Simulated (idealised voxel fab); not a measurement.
Title: Process Module voxel self aligned vias
In the cross-section labelled cut, the width is 270 nm and each square cell is 5 nm.
Cross-section format: a grid of square cells, given as bands from top to bottom; each band is one or more rows of cells. Band entry format. Leading values: height of top, height of bottom, nm. Remainder: materials in left-to-right order, each with its width in nm. Special words: "edge to edge" on a single material, which then fills the band edge to edge; "blank", empty space. It should be noted that heights are counted from 0, beneath which the wafer as supplied is of one material throughout, and that the lowest band possesses no lower boundary but continues downward, as written in "z 0 and below". The expression "30->40" gives the width at the extremes of the band, the first number at its top row of cells and the second at its bottom row, with the width changing by equal amounts from each row to the next in between. No cell of the cross-section changed in a step that is given as "remains unaltered". For the entry "Closed void inventory", the listed items are empty spaces with no open way to the top whose size is 8 cells or more; each item follows the pattern width x height at distance, where distance is from the left edge and all three are in nm. What comes after the settings on a step's line is commentary from the simulator itself on that step. overlay nm: right-of-plan distance of the mask on a masked step; negative values mean left-of-plan.
**Steps planned for the process**
1) op RECEIVE | material Si
2) op CONFORMAL_DEP | material SiO2 | thk nm 10
3) op CONFORMAL_DEP | material SiCN | thk nm 5
4) op DIRECTIONAL_DEP | material SiO2 | thk nm 30
5) op PATTERN | tone open | mask id LINES | material resist | width nm 20 | pitch nm 55 | thk nm 15 | overlay nm 0
6) op DIRECTIONAL_ETCH | etch materials SiO2 | depth nm 30
7) op STRIP | etch materials resist
8) op CONFORMAL_DEP | material TiN | thk nm 5
9) op FILL_DEP | material W | thk nm 10
10) op CMP | height nm 45
11) op SELECTIVE_ETCH | etch materials W Ru TiN | depth nm 5
12) op FILL_DEP | material SiN | thk nm 5
13) op CMP | height nm 45
14) op DIRECTIONAL_DEP | material SiO2 | thk nm 15
15) op DIRECTIONAL_DEP | material aC | thk nm 10
16) op PATTERN | tone open | mask id VIAS | material resist | width nm 40 | pitch nm 110 | thk nm 25 | overlay nm 0
17) op DIRECTIONAL_ETCH | etch materials aC | depth nm 10
18) op STRIP | etch materials resist
19) op DIRECTIONAL_ETCH | etch materials SiO2 | depth nm 15
20) op DIRECTIONAL_ETCH | etch materials SiN | depth nm 5
21) op STRIP | etch materials aC
22) op CONFORMAL_DEP | material TiN | thk nm 5
23) op FILL_DEP | material Cu | thk nm 5
24) op CMP | height nm 60
25) op CONFORMAL_DEP | material SiN | thk nm 5
**Cross-section of the incoming wafer, state after step 1**
- z 0 and below  Si edge to edge
- Closed void inventory: none
**End-of-module XS, first of two wafers, run as planned**
- z 65 to 60  SiN edge to edge
- z 60 to 50  SiO2: 60, then TiN: 5, then Cu: 30, then TiN: 5, then SiO2: 70, then TiN: 5, then Cu: 30, then TiN: 5, then SiO2: 60
- z 50 to 45  SiO2: 60, then TiN: 15, then Cu: 10, then TiN: 15, then SiO2: 70, then TiN: 15, then Cu: 10, then TiN: 15, then SiO2: 60
- z 45 to 40  SiO2: 70, then TiN: 20, then SiO2: 35, then SiN: 20, then SiO2: 35, then TiN: 20, then SiO2: 70
- z 40 to 20  SiO2: 70, then TiN: 5, then W: 10, then TiN: 5, then SiO2: 35, then TiN: 5, then W: 10, then TiN: 5, then SiO2: 35, then TiN: 5, then W: 10, then TiN: 5, then SiO2: 70
- z 20 to 15  SiO2: 70, then TiN: 20, then SiO2: 35, then TiN: 20, then SiO2: 35, then TiN: 20, then SiO2: 70
- z 15 to 10  SiCN edge to edge
- z 10 to 0  SiO2 edge to edge
- z 0 and below  Si edge to edge
- Closed void inventory: none
**Wafer two cross-section, module end. Start and plan unchanged from wafer one; one mistake made during the run**
- z 65 to 60  SiN edge to edge
- z 60 to 45  SiO2: 60, then TiN: 5, then Cu: 30, then TiN: 5, then SiO2: 70, then TiN: 5, then Cu: 30, then TiN: 5, then SiO2: 60
- z 45 to 40  SiN: 60, then TiN: 40, then SiN: 70, then TiN: 40, then SiN: 60
- z 40 to 35  TiN: 75, then W: 10, then TiN: 45, then W: 10, then TiN: 45, then W: 10, then TiN: 75
- z 35 to 20  SiO2: 70, then TiN: 5, then W: 10, then TiN: 5, then SiO2: 35, then TiN: 5, then W: 10, then TiN: 5, then SiO2: 35, then TiN: 5, then W: 10, then TiN: 5, then SiO2: 70
- z 20 to 15  SiO2: 70, then TiN: 20, then SiO2: 35, then TiN: 20, then SiO2: 35, then TiN: 20, then SiO2: 70
- z 15 to 10  SiCN edge to edge
- z 10 to 0  SiO2 edge to edge
- z 0 and below  Si edge to edge
- Closed void inventory: none
Plan not followed: step 4, actual vs plan mismatch, actual run op DIRECTIONAL_DEP | material SiO2 | thk nm 20
Materials where the second wafer ends with more or fewer cells than the first: Cu: 8 more | SiN: 34 more | SiO2: 84 fewer | TiN: 42 more
